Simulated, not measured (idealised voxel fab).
The process module that follows is named voxel self aligned contacts.
Square cells of 5 nm make up the cross-section cut, whose width is 205 nm.
Square cells in a grid make up a cross-section in this document, and the grid is given as bands, listed from the top down, each one or more rows of cells.
Basically the band line says how high the top is and how high the bottom is, in nm, and then what's in it from left to right, every material with its width in nm. Empty space shows up as "empty", and if a single material carries "all across" it runs the full band edge to edge.
Counting heights begins at 0, where everything beneath is, in the wafer as received, one material. The lowest band has no bottom; it goes on downwards, as "top 0, no bottom" shows.
Quick explanation for "30 to 40": the width changes in equal steps down the rows of cells, from the first number in the band's top row to the second number in its bottom row.
You'll sometimes find "no change" written for a step, and that's the way of saying that nowhere in the cross-section did a cell change during that step.
You'll see "Closed void entries" listing empty spaces that have no way open to the top, as long as they're 8 cells or more; the notation is width x height at distance, where the distance is from the left edge, and all of it is in nm.
Where a step's line continues beyond its settings, the continuation is a remark by the simulator itself on that step.
"overlay nm", when on a step's line for a step with a mask, measures how far to the right of its planned place the mask lay; a negative measure means to the left.
[So here's the lineup of process steps we planned]
- 1: RECEIVE (material Si)
- 2: CONFORMAL_DEP (material SiO2; thk nm 5)
- 3: DIRECTIONAL_DEP (material polySi; thk nm 25)
- 4: DIRECTIONAL_DEP (material SiN; thk nm 20)
- 5: PATTERN (tone cover; mask id GATE; material resist; width nm 25; pitch nm 50; thk nm 15; overlay nm 0)
- 6: DIRECTIONAL_ETCH (etch materials SiN; depth nm 20)
- 7: DIRECTIONAL_ETCH (etch materials polySi; depth nm 25)
- 8: STRIP (etch materials resist)
- 9: CONFORMAL_DEP (material SiN; thk nm 5)
- 10: DIRECTIONAL_ETCH (etch materials SiN; depth nm 5)
- 11: FILL_DEP (material SiO2; thk nm 20)
- 12: CMP (height nm 60)
- 13: DIRECTIONAL_DEP (material aC; thk nm 15)
- 14: PATTERN (tone open; mask id CONTACT; material resist; width nm 35; pitch nm 50; thk nm 30; overlay nm 0)
- 15: DIRECTIONAL_ETCH (etch materials aC; depth nm 15)
- 16: STRIP (etch materials resist)
- 17: DIRECTIONAL_ETCH (etch materials SiO2; depth nm 60)
- 18: STRIP (etch materials aC)
- 19: CONFORMAL_DEP (material TiN; thk nm 5)
- 20: FILL_DEP (material W; thk nm 5)
- 21: CMP (height nm 60)
- 22: CONFORMAL_DEP (material SiN; thk nm 5)
[Run as planned: first of two wafers]
[Cross-section: wafer on arrival = after step 1]
    top 0, no bottom | Si all across
    Closed void entries: none
[Step 2 done - wafer cross-section]
    top 5, bottom 0 | SiO2 all across
    below 0: unchanged
[Step 3 done - wafer cross-section]
    top 30, bottom 5 | polySi all across
    below 5: unchanged
[Step 4 done - wafer cross-section]
    top 50, bottom 30 | SiN all across
    below 30: unchanged
[Step 5 done - wafer cross-section]
    top 65, bottom 50 | empty (40), resist (25), empty (25), resist (25), empty (25), resist (25), empty (40)
    below 50: unchanged
[Step 6 done - wafer cross-section]
    top 65, bottom 50 | empty (40), resist (25), empty (25), resist (25), empty (25), resist (25), empty (40)
    top 50, bottom 30 | empty (40), SiN (25), empty (25), SiN (25), empty (25), SiN (25), empty (40)
    below 30: unchanged
[Step 7 done - wafer cross-section]
    top 65, bottom 50 | empty (40), resist (25), empty (25), resist (25), empty (25), resist (25), empty (40)
    top 50, bottom 30 | empty (40), SiN (25), empty (25), SiN (25), empty (25), SiN (25), empty (40)
    top 30, bottom 5 | empty (40), polySi (25), empty (25), polySi (25), empty (25), polySi (25), empty (40)
    below 5: unchanged
[Step 8 done - wafer cross-section]
    top 50, bottom 30 | empty (40), SiN (25), empty (25), SiN (25), empty (25), SiN (25), empty (40)
    below 30: unchanged
[Step 9 done - wafer cross-section]
    top 55, bottom 30 | empty (35), SiN (35), empty (15), SiN (35), empty (15), SiN (35), empty (35)
    top 30, bottom 10 | empty (35), SiN (5), polySi (25), SiN (5), empty (15), SiN (5), polySi (25), SiN (5), empty (15), SiN (5), polySi (25), SiN (5), empty (35)
    top 10, bottom 5 | SiN (40), polySi (25), SiN (25), polySi (25), SiN (25), polySi (25), SiN (40)
    below 5: unchanged
[Step 10 done - wafer cross-section]
    top 50, bottom 30 | empty (35), SiN (35), empty (15), SiN (35), empty (15), SiN (35), empty (35)
    top 30, bottom 5 | empty (35), SiN (5), polySi (25), SiN (5), empty (15), SiN (5), polySi (25), SiN (5), empty (15), SiN (5), polySi (25), SiN (5), empty (35)
    below 5: unchanged
[Step 11 done - wafer cross-section]
    top 70, bottom 50 | SiO2 all across
    top 50, bottom 30 | SiO2 (35), SiN (35), SiO2 (15), SiN (35), SiO2 (15), SiN (35), SiO2 (35)
    top 30, bottom 5 | SiO2 (35), SiN (5), polySi (25), SiN (5), SiO2 (15), SiN (5), polySi (25), SiN (5), SiO2 (15), SiN (5), polySi (25), SiN (5), SiO2 (35)
    below 5: unchanged
[Step 12 done - wafer cross-section]
    top 60, bottom 50 | SiO2 all across
    below 50: unchanged
[Step 13 done - wafer cross-section]
    top 75, bottom 60 | aC all across
    below 60: unchanged
[Step 14 done - wafer cross-section]
    top 105, bottom 75 | resist (60), empty (35), resist (15), empty (35), resist (60)
    below 75: unchanged
[Step 15 done - wafer cross-section]
    top 90, bottom 75 | resist (60), empty (35), resist (15), empty (35), resist (60)
    top 75, bottom 60 | aC (60), empty (35), aC (15), empty (35), aC (60)
    below 60: unchanged
[Step 16 done - wafer cross-section]
    top 75, bottom 60 | aC (60), empty (35), aC (15), empty (35), aC (60)
    below 60: unchanged
[Step 17 done - wafer cross-section]
    top 75, bottom 60 | aC (60), empty (35), aC (15), empty (35), aC (60)
    top 60, bottom 50 | SiO2 (60), empty (35), SiO2 (15), empty (35), SiO2 (60)
    top 50, bottom 30 | SiO2 (35), SiN (35), empty (15), SiN (35), empty (15), SiN (35), SiO2 (35)
    top 30, bottom 5 | SiO2 (35), SiN (5), polySi (25), SiN (5), empty (15), SiN (5), polySi (25), SiN (5), empty (15), SiN (5), polySi (25), SiN (5), SiO2 (35)
    top 5, bottom 0 | SiO2 (70), empty (15), SiO2 (35), empty (15), SiO2 (70)
    below 0: unchanged
[Step 18 done - wafer cross-section]
    top 60, bottom 50 | SiO2 (60), empty (35), SiO2 (15), empty (35), SiO2 (60)
    below 50: unchanged
[Step 19 done - wafer cross-section]
    top 65, bottom 60 | TiN (65), empty (25), TiN (25), empty (25), TiN (65)
    top 60, bottom 50 | SiO2 (60), TiN (5 to 15), empty (25 to 5), TiN (5 to 15), SiO2 (15), TiN (5 to 15), empty (25 to 5), TiN (5 to 15), SiO2 (60)
    top 50, bottom 30 | SiO2 (35), SiN (35), TiN (5), empty (5), TiN (5), SiN (35), TiN (5), empty (5), TiN (5), SiN (35), SiO2 (35)
    top 30, bottom 5 | SiO2 (35), SiN (5), polySi (25), SiN (5), TiN (5), empty (5), TiN (5), SiN (5), polySi (25), SiN (5), TiN (5), empty (5), TiN (5), SiN (5), polySi (25), SiN (5), SiO2 (35)
    top 5, bottom 0 | SiO2 (70), TiN (15), SiO2 (35), TiN (15), SiO2 (70)
    below 0: unchanged
[Step 20 done - wafer cross-section]
    top 70, bottom 65 | W all across
    top 65, bottom 60 | TiN (65), W (25), TiN (25), W (25), TiN (65)
    top 60, bottom 50 | SiO2 (60), TiN (5 to 15), W (25 to 5), TiN (5 to 15), SiO2 (15), TiN (5 to 15), W (25 to 5), TiN (5 to 15), SiO2 (60)
    top 50, bottom 30 | SiO2 (35), SiN (35), TiN (5), W (5), TiN (5), SiN (35), TiN (5), W (5), TiN (5), SiN (35), SiO2 (35)
    top 30, bottom 5 | SiO2 (35), SiN (5), polySi (25), SiN (5), TiN (5), W (5), TiN (5), SiN (5), polySi (25), SiN (5), TiN (5), W (5), TiN (5), SiN (5), polySi (25), SiN (5), SiO2 (35)
    below 5: unchanged
[Step 21 done - wafer cross-section]
    top 60, bottom 50 | SiO2 (60), TiN (5 to 15), W (25 to 5), TiN (5 to 15), SiO2 (15), TiN (5 to 15), W (25 to 5), TiN (5 to 15), SiO2 (60)
    below 50: unchanged
[Step 22 done - wafer cross-section]
    top 65, bottom 60 | SiN all across
    below 60: unchanged
[Regarding the second of the two wafers: it shared the first wafer's starting condition and process plan, yet one error occurred during its execution. Its history coincides with that of the first wafer up to and including step 1]
Cross-sectional representation of the second wafer at the time designated in the plan for the completion of step 2: no change
[Cross-sectional representation of the second wafer at the time designated in the plan for the completion of step 3]
    top 25, bottom 0 | polySi all across
    below 0: unchanged
[Cross-sectional representation of the second wafer at the time designated in the plan for the completion of step 4]
    top 45, bottom 25 | SiN all across
    below 25: unchanged
[Cross-sectional representation of the second wafer at the time designated in the plan for the completion of step 5]
    top 60, bottom 45 | empty (40), resist (25), empty (25), resist (25), empty (25), resist (25), empty (40)
    below 45: unchanged
[Cross-sectional representation of the second wafer at the time designated in the plan for the completion of step 6]
    top 60, bottom 45 | empty (40), resist (25), empty (25), resist (25), empty (25), resist (25), empty (40)
    top 45, bottom 25 | empty (40), SiN (25), empty (25), SiN (25), empty (25), SiN (25), empty (40)
    below 25: unchanged
[Cross-sectional representation of the second wafer at the time designated in the plan for the completion of step 7]
    top 60, bottom 45 | empty (40), resist (25), empty (25), resist (25), empty (25), resist (25), empty (40)
    top 45, bottom 25 | empty (40), SiN (25), empty (25), SiN (25), empty (25), SiN (25), empty (40)
    top 25, bottom 0 | empty (40), polySi (25), empty (25), polySi (25), empty (25), polySi (25), empty (40)
    below 0: unchanged
[Cross-sectional representation of the second wafer at the time designated in the plan for the completion of step 8]
    top 45, bottom 25 | empty (40), SiN (25), empty (25), SiN (25), empty (25), SiN (25), empty (40)
    below 25: unchanged
[Cross-sectional representation of the second wafer at the time designated in the plan for the completion of step 9]
    top 50, bottom 25 | empty (35), SiN (35), empty (15), SiN (35), empty (15), SiN (35), empty (35)
    top 25, bottom 5 | empty (35), SiN (5), polySi (25), SiN (5), empty (15), SiN (5), polySi (25), SiN (5), empty (15), SiN (5), polySi (25), SiN (5), empty (35)
    top 5, bottom 0 | SiN (40), polySi (25), SiN (25), polySi (25), SiN (25), polySi (25), SiN (40)
    below 0: unchanged
[Cross-sectional representation of the second wafer at the time designated in the plan for the completion of step 10]
    top 45, bottom 25 | empty (35), SiN (35), empty (15), SiN (35), empty (15), SiN (35), empty (35)
    top 25, bottom 0 | empty (35), SiN (5), polySi (25), SiN (5), empty (15), SiN (5), polySi (25), SiN (5), empty (15), SiN (5), polySi (25), SiN (5), empty (35)
    below 0: unchanged
[Cross-sectional representation of the second wafer at the time designated in the plan for the completion of step 11]
    top 65, bottom 45 | SiO2 all across
    top 45, bottom 25 | SiO2 (35), SiN (35), SiO2 (15), SiN (35), SiO2 (15), SiN (35), SiO2 (35)
    top 25, bottom 0 | SiO2 (35), SiN (5), polySi (25), SiN (5), SiO2 (15), SiN (5), polySi (25), SiN (5), SiO2 (15), SiN (5), polySi (25), SiN (5), SiO2 (35)
    below 0: unchanged
[Cross-sectional representation of the second wafer at the time designated in the plan for the completion of step 12]
    top 60, bottom 45 | SiO2 all across
    below 45: unchanged
[Cross-sectional representation of the second wafer at the time designated in the plan for the completion of step 13]
    top 75, bottom 60 | aC all across
    below 60: unchanged
[Cross-sectional representation of the second wafer at the time designated in the plan for the completion of step 14]
    top 105, bottom 75 | resist (60), empty (35), resist (15), empty (35), resist (60)
    below 75: unchanged
[Cross-sectional representation of the second wafer at the time designated in the plan for the completion of step 15]
    top 90, bottom 75 | resist (60), empty (35), resist (15), empty (35), resist (60)
    top 75, bottom 60 | aC (60), empty (35), aC (15), empty (35), aC (60)
    below 60: unchanged
[Cross-sectional representation of the second wafer at the time designated in the plan for the completion of step 16]
    top 75, bottom 60 | aC (60), empty (35), aC (15), empty (35), aC (60)
    below 60: unchanged
[Cross-sectional representation of the second wafer at the time designated in the plan for the completion of step 17]
    top 75, bottom 60 | aC (60), empty (35), aC (15), empty (35), aC (60)
    top 60, bottom 45 | SiO2 (60), empty (35), SiO2 (15), empty (35), SiO2 (60)
    top 45, bottom 25 | SiO2 (35), SiN (35), empty (15), SiN (35), empty (15), SiN (35), SiO2 (35)
    top 25, bottom 0 | SiO2 (35), SiN (5), polySi (25), SiN (5), empty (15), SiN (5), polySi (25), SiN (5), empty (15), SiN (5), polySi (25), SiN (5), SiO2 (35)
    below 0: unchanged
[Cross-sectional representation of the second wafer at the time designated in the plan for the completion of step 18]
    top 60, bottom 45 | SiO2 (60), empty (35), SiO2 (15), empty (35), SiO2 (60)
    below 45: unchanged
[Cross-sectional representation of the second wafer at the time designated in the plan for the completion of step 19]
    top 65, bottom 60 | TiN (65), empty (25), TiN (25), empty (25), TiN (65)
    top 60, bottom 50 | SiO2 (60), TiN (5), empty (25), TiN (5), SiO2 (15), TiN (5), empty (25), TiN (5), SiO2 (60)
    top 50, bottom 45 | SiO2 (60), TiN (15), empty (5), TiN (15), SiO2 (15), TiN (15), empty (5), TiN (15), SiO2 (60)
    top 45, bottom 25 | SiO2 (35), SiN (35), TiN (5), empty (5), TiN (5), SiN (35), TiN (5), empty (5), TiN (5), SiN (35), SiO2 (35)
    top 25, bottom 5 | SiO2 (35), SiN (5), polySi (25), SiN (5), TiN (5), empty (5), TiN (5), SiN (5), polySi (25), SiN (5), TiN (5), empty (5), TiN (5), SiN (5), polySi (25), SiN (5), SiO2 (35)
    top 5, bottom 0 | SiO2 (35), SiN (5), polySi (25), SiN (5), TiN (15), SiN (5), polySi (25), SiN (5), TiN (15), SiN (5), polySi (25), SiN (5), SiO2 (35)
    below 0: unchanged
[Cross-sectional representation of the second wafer at the time designated in the plan for the completion of step 20]
    top 70, bottom 65 | W all across
    top 65, bottom 60 | TiN (65), W (25), TiN (25), W (25), TiN (65)
    top 60, bottom 50 | SiO2 (60), TiN (5), W (25), TiN (5), SiO2 (15), TiN (5), W (25), TiN (5), SiO2 (60)
    top 50, bottom 45 | SiO2 (60), TiN (15), W (5), TiN (15), SiO2 (15), TiN (15), W (5), TiN (15), SiO2 (60)
    top 45, bottom 25 | SiO2 (35), SiN (35), TiN (5), W (5), TiN (5), SiN (35), TiN (5), W (5), TiN (5), SiN (35), SiO2 (35)
    top 25, bottom 5 | SiO2 (35), SiN (5), polySi (25), SiN (5), TiN (5), W (5), TiN (5), SiN (5), polySi (25), SiN (5), TiN (5), W (5), TiN (5), SiN (5), polySi (25), SiN (5), SiO2 (35)
    below 5: unchanged
[Cross-sectional representation of the second wafer at the time designated in the plan for the completion of step 21]
    top 60, bottom 50 | SiO2 (60), TiN (5), W (25), TiN (5), SiO2 (15), TiN (5), W (25), TiN (5), SiO2 (60)
    below 50: unchanged
[Cross-sectional representation of the second wafer at the time designated in the plan for the completion of step 22]
    top 65, bottom 60 | SiN all across
    below 60: unchanged
Heads up, the wafer didn't run the way we planned it: plan step 2 was not performed, having been skipped
Once processing is complete, comparing cell counts shows that the second wafer has more or fewer of certain materials than the first: SiO2: 8 fewer | W: 8 more
